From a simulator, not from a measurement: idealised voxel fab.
Process module under the name voxel released beams
Square cells of 5 nm make up the cross-section cut, whose width is 250 nm.
Throughout this document, each cross-section is represented as a grid of square cells and is presented as a sequence of bands enumerated from the top downward, where a band comprises one or more rows of cells. Look at the band entry: it leads with the top's height and the bottom's height in nm. Then it lists the materials left to right, with a width in nm for each. The word "all across" on a single material says that material fills the band edge to edge. The word "empty" is empty space. Where do heights start? At 0: under that level the wafer as delivered is made of one material only. And the lowest band has no floor; it just carries on downward, as in "0 nm and below". Width spec "30 to 40" -> top row of cells at first value, bottom row at second value, equal per-row change in between. The designation "nothing different", where it is given for a processing step, indicates that no cell of the cross-section was altered in the course of that step. Listed in "Unvented voids": every empty space of 8 or more cells without an open way to the top. Form: width x height at distance, the distance being from the left edge, all in nm. On each step's line, the part that comes after the settings is the simulator's own comment on the step. The line of a step may include "overlay nm". On a step with a mask, this value is how far to the right of its planned place the mask lay. A negative value means the mask lay to the left.
### Below is the list of planned process steps
- 1: RECEIVE,material Si
- 2: CONFORMAL_DEP,material Al2O3,thk nm 10
- 3: DIRECTIONAL_DEP,material SiO2,thk nm 10
- 4: DIRECTIONAL_DEP,material aC,thk nm 15
- 5: PATTERN,tone open,mask id ANCHOR,material resist,width nm 25,thk nm 30,overlay nm 0
- 6: DIRECTIONAL_ETCH,etch materials aC,depth nm 15
- 7: STRIP,etch materials resist
- 8: DIRECTIONAL_ETCH,etch materials SiO2,depth nm 20
- 9: STRIP,etch materials aC
- 10: CONFORMAL_DEP,material SiN,thk nm 10
- 11: PATTERN,tone cover,mask id BEAM,material resist,width nm 70,thk nm 15,overlay nm 0
- 12: DIRECTIONAL_ETCH,etch materials SiN,depth nm 10
- 13: STRIP,etch materials resist
- 14: STRIP,etch materials SiO2
varied across the wafers: thk nm of step 3. The plan shows the first wafer's value. All wafers start alike
### As-received cross-section, first of several wafers, post step 1
> 0 nm and below | Si all across
> Unvented voids: none
### Once step 14, the last step, is complete, the module is at its end; this is the cross-section of the first of several wafers
> 30 nm to 20 nm | empty 85 nm | SiN 15 nm | empty 5 nm | SiN 50 nm | empty 95 nm
> 20 nm to 10 nm | empty 90 nm | SiN 25 nm | empty 135 nm
> 10 nm to 0 nm | Al2O3 all across
> 0 nm and below | Si all across
> Unvented voids: none
### Wafer cross-section (last wafer, module end)
> 10 nm to 0 nm | Al2O3 all across
> 0 nm and below | Si all across
> Unvented voids: none
### Each row below is a wafer at the end of the module, listing for every material the number of cells it has gained (+) or lost (-) since it was received, followed by its closed voids
thk nm 10 | +100 Al2O3 | +36 SiN | Unvented voids: none
thk nm 15 | +100 Al2O3 | +40 SiN | Unvented voids: none
thk nm 20 | +100 Al2O3 | +44 SiN | Unvented voids: none
thk nm 25 | +100 Al2O3 | Unvented voids: none
thk nm 30 | +100 Al2O3 | Unvented voids: none
thk nm 35 | +100 Al2O3 | Unvented voids: none
